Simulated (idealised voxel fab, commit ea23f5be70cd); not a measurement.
process module | voxel self aligned contacts
cross-section cut | 235 nm wide | cells 5 nm
A cross-section is a grid of square cells, given in bands from the top down. A band is one or more rows of cells.
Each band's line starts with the height of the band's top and of its bottom, in nm. Then come its materials from left to right, each with its width in nm. One material with "throughout" fills the band from edge to edge. "air" is empty space.
Height 0 is the level under which the wafer as received is all one material. The lowest band goes on downwards, as in "0 down".
A width such as "30 to 40" changes by the same amount from each row of cells to the next, from the band's top row to its bottom row.
"no change" after a step means that no cell of the cross-section changed.
closed voids: empty space of 8 cells or more with no open way to the top, each as width x height at its distance from the left edge, in nm
after a step's settings: what the simulator itself notes on the step
overlay nm, on a step with a mask: how far to the right of its planned place the mask lay; to the left if negative
plan
1 op RECEIVE | material Si
2 op CONFORMAL_DEP | material SiO2 | thk nm 5
3 op DIRECTIONAL_DEP | material polySi | thk nm 20
4 op DIRECTIONAL_DEP | material SiN | thk nm 25
5 op MASKED_ETCH | tone cover | mask id GATE | width nm 25 | pitch nm 65 | etch materials SiN | depth nm 25 | overlay nm 0
6 op MASKED_ETCH | tone cover | mask id GATE | width nm 25 | pitch nm 65 | etch materials polySi | depth nm 20 | overlay nm 0
7 op CONFORMAL_DEP | material SiN | thk nm 10
8 op DIRECTIONAL_ETCH | etch materials SiN | depth nm 10
9 op FILL_DEP | material SiO2 | thk nm 15
10 op CMP | height nm 60
11 op PATTERN | tone open | mask id CONTACT | material resist | width nm 50 | pitch nm 65 | thk nm 20 | overlay nm 0
12 op DIRECTIONAL_ETCH | etch materials SiO2 | depth nm 60
13 op STRIP | etch materials resist
14 op CONFORMAL_DEP | material TiN | thk nm 5
15 op FILL_DEP | material Ru | thk nm 10
16 op CMP | height nm 60
17 op CONFORMAL_DEP | material SiCN | thk nm 5
as received, after step 1
  0 down: Si throughout
  closed voids: none
a wafer at the end: this start, this plan, one mistake
  65 to 60: SiCN throughout
  60 to 50: SiO2 60 | TiN 5 to 20 | Ru 40 to 10 | TiN 5 to 20 | SiO2 15 | TiN 5 to 20 | Ru 40 to 10 | TiN 5 to 20 | SiO2 60
  50 to 35: SiO2 30 | SiN 10 | polySi 25 | SiN 10 | TiN 5 | Ru 10 | TiN 5 | SiN 10 | polySi 25 | SiN 10 | TiN 5 | Ru 10 | TiN 5 | SiN 10 | polySi 25 | SiN 10 | SiO2 30
  35 to 30: SiO2 30 | SiN 10 | polySi 25 | SiN 10 | TiN 20 | SiN 10 | polySi 25 | SiN 10 | TiN 20 | SiN 10 | polySi 25 | SiN 10 | SiO2 30
  30 to 5: SiN throughout
  5 to 0: SiO2 throughout
  0 down: Si throughout
  closed voids: none
what went wrong: steps 3 and 4 were swapped
